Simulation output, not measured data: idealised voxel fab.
A process module follows: voxel plated lines.
Section cut is 265 nm wide and gridded with 5 nm square cells.
Cross-section spec: square-cell grid; bands listed top down; each band is one or more rows.
The band entry comprises the height of the band's top followed by the height of its bottom, expressed in nm, and subsequently the band's materials from left to right, each stated together with its width in nm. Where a single material is marked with the word "everywhere", that material fills the band from edge to edge. The word "air" represents empty space.
Heights from 0 (as-received wafer is one material below). Bottom band endless downward, as "0 and below".
Per-row width for "30 to 40": begins at first number (top row of band), ends at second number (bottom row), increment between rows held constant.
Any step labelled "stayed the same" changed none of the cells in the cross-section.
The entry titled "Internal closed voids" provides the empty spaces that have no open way to the top, restricted to those of 8 cells or more. Each is presented as width x height at distance, the distance being measured from the left edge, with all three in nm.
The remark found on a step's line after its settings is issued by the simulator itself and pertains to that step.
If you see "overlay nm" on a step's line and that step has a mask, it's telling you how far right of where it was planned the mask ended up; a negative number means it went left instead.
[The steps planned for the process are as follows]
1: RECEIVE [material Si]
2: CONFORMAL_DEP [material SiO2] [thk nm 15]
3: DIRECTIONAL_DEP [material TiN] [thk nm 5]
4: PATTERN [tone open] [mask id LINES] [material resist] [width nm 20] [pitch nm 50] [thk nm 20] [overlay nm 0]
5: EPI [material Ru] [thk nm 5]
6: STRIP [etch materials resist]
7: DIRECTIONAL_ETCH [etch materials TiN] [depth nm 5]
8: CONFORMAL_DEP [material SiN] [thk nm 10]
[The first wafer of two, processed as planned]
[Cross-section, incoming material, after step 1]
> 0 and below  Si everywhere
> Internal closed voids: none
[After step 2, in cross-section]
> 15 down to 0  SiO2 everywhere
> Under the height 0 nothing was changed.
[After step 3, in cross-section]
> 20 down to 15  TiN everywhere
> Under the height 15 nothing was changed.
[After step 4, in cross-section]
> 40 down to 20  45 resist, then 20 air, then 30 resist, then 20 air, then 30 resist, then 20 air, then 30 resist, then 20 air, then 50 resist
> Under the height 20 nothing was changed.
[After step 5, in cross-section]
> 40 down to 25  45 resist, then 20 air, then 30 resist, then 20 air, then 30 resist, then 20 air, then 30 resist, then 20 air, then 50 resist
> 25 down to 20  45 resist, then 20 Ru, then 30 resist, then 20 Ru, then 30 resist, then 20 Ru, then 30 resist, then 20 Ru, then 50 resist
> Under the height 20 nothing was changed.
[After step 6, in cross-section]
> 25 down to 20  45 air, then 20 Ru, then 30 air, then 20 Ru, then 30 air, then 20 Ru, then 30 air, then 20 Ru, then 50 air
> Under the height 20 nothing was changed.
[After step 7, in cross-section]
> 25 down to 20  45 air, then 20 Ru, then 30 air, then 20 Ru, then 30 air, then 20 Ru, then 30 air, then 20 Ru, then 50 air
> 20 down to 15  45 air, then 20 TiN, then 30 air, then 20 TiN, then 30 air, then 20 TiN, then 30 air, then 20 TiN, then 50 air
> Under the height 15 nothing was changed.
[After step 8, in cross-section]
> 35 down to 25  35 air, then 40 SiN, then 10 air, then 40 SiN, then 10 air, then 40 SiN, then 10 air, then 40 SiN, then 40 air
> 25 down to 20  45 SiN, then 20 Ru, then 30 SiN, then 20 Ru, then 30 SiN, then 20 Ru, then 30 SiN, then 20 Ru, then 50 SiN
> 20 down to 15  45 SiN, then 20 TiN, then 30 SiN, then 20 TiN, then 30 SiN, then 20 TiN, then 30 SiN, then 20 TiN, then 50 SiN
> Under the height 15 nothing was changed.
[Here the second wafer is described. Its start and its plan were those of the first wafer. Its run contained one mistake. Up to and including step 1, it did exactly what the first wafer did]
[The second wafer cut through, at the time step 2 was supposed to be finished]
> 5 down to 0  SiO2 everywhere
> Under the height 0 nothing was changed.
[The second wafer cut through, at the time step 3 was supposed to be finished]
> 10 down to 5  TiN everywhere
> Under the height 5 nothing was changed.
[The second wafer cut through, at the time step 4 was supposed to be finished]
> 30 down to 10  45 resist, then 20 air, then 30 resist, then 20 air, then 30 resist, then 20 air, then 30 resist, then 20 air, then 50 resist
> Under the height 10 nothing was changed.
[The second wafer cut through, at the time step 5 was supposed to be finished]
> 30 down to 15  45 resist, then 20 air, then 30 resist, then 20 air, then 30 resist, then 20 air, then 30 resist, then 20 air, then 50 resist
> 15 down to 10  45 resist, then 20 Ru, then 30 resist, then 20 Ru, then 30 resist, then 20 Ru, then 30 resist, then 20 Ru, then 50 resist
> Under the height 10 nothing was changed.
[The second wafer cut through, at the time step 6 was supposed to be finished]
> 15 down to 10  45 air, then 20 Ru, then 30 air, then 20 Ru, then 30 air, then 20 Ru, then 30 air, then 20 Ru, then 50 air
> Under the height 10 nothing was changed.
[The second wafer cut through, at the time step 7 was supposed to be finished]
> 15 down to 10  45 air, then 20 Ru, then 30 air, then 20 Ru, then 30 air, then 20 Ru, then 30 air, then 20 Ru, then 50 air
> 10 down to 5  45 air, then 20 TiN, then 30 air, then 20 TiN, then 30 air, then 20 TiN, then 30 air, then 20 TiN, then 50 air
> Under the height 5 nothing was changed.
[The second wafer cut through, at the time step 8 was supposed to be finished]
> 25 down to 15  35 air, then 40 SiN, then 10 air, then 40 SiN, then 10 air, then 40 SiN, then 10 air, then 40 SiN, then 40 air
> 15 down to 10  45 SiN, then 20 Ru, then 30 SiN, then 20 Ru, then 30 SiN, then 20 Ru, then 30 SiN, then 20 Ru, then 50 SiN
> 10 down to 5  45 SiN, then 20 TiN, then 30 SiN, then 20 TiN, then 30 SiN, then 20 TiN, then 30 SiN, then 20 TiN, then 50 SiN
> Under the height 5 nothing was changed.
Short version of what went wrong: not per plan at step 2, really ran CONFORMAL_DEP [material SiO2] [thk nm 5]
Final tally in cells, some materials are higher or lower on the second wafer than on the first: 106 fewer of SiO2
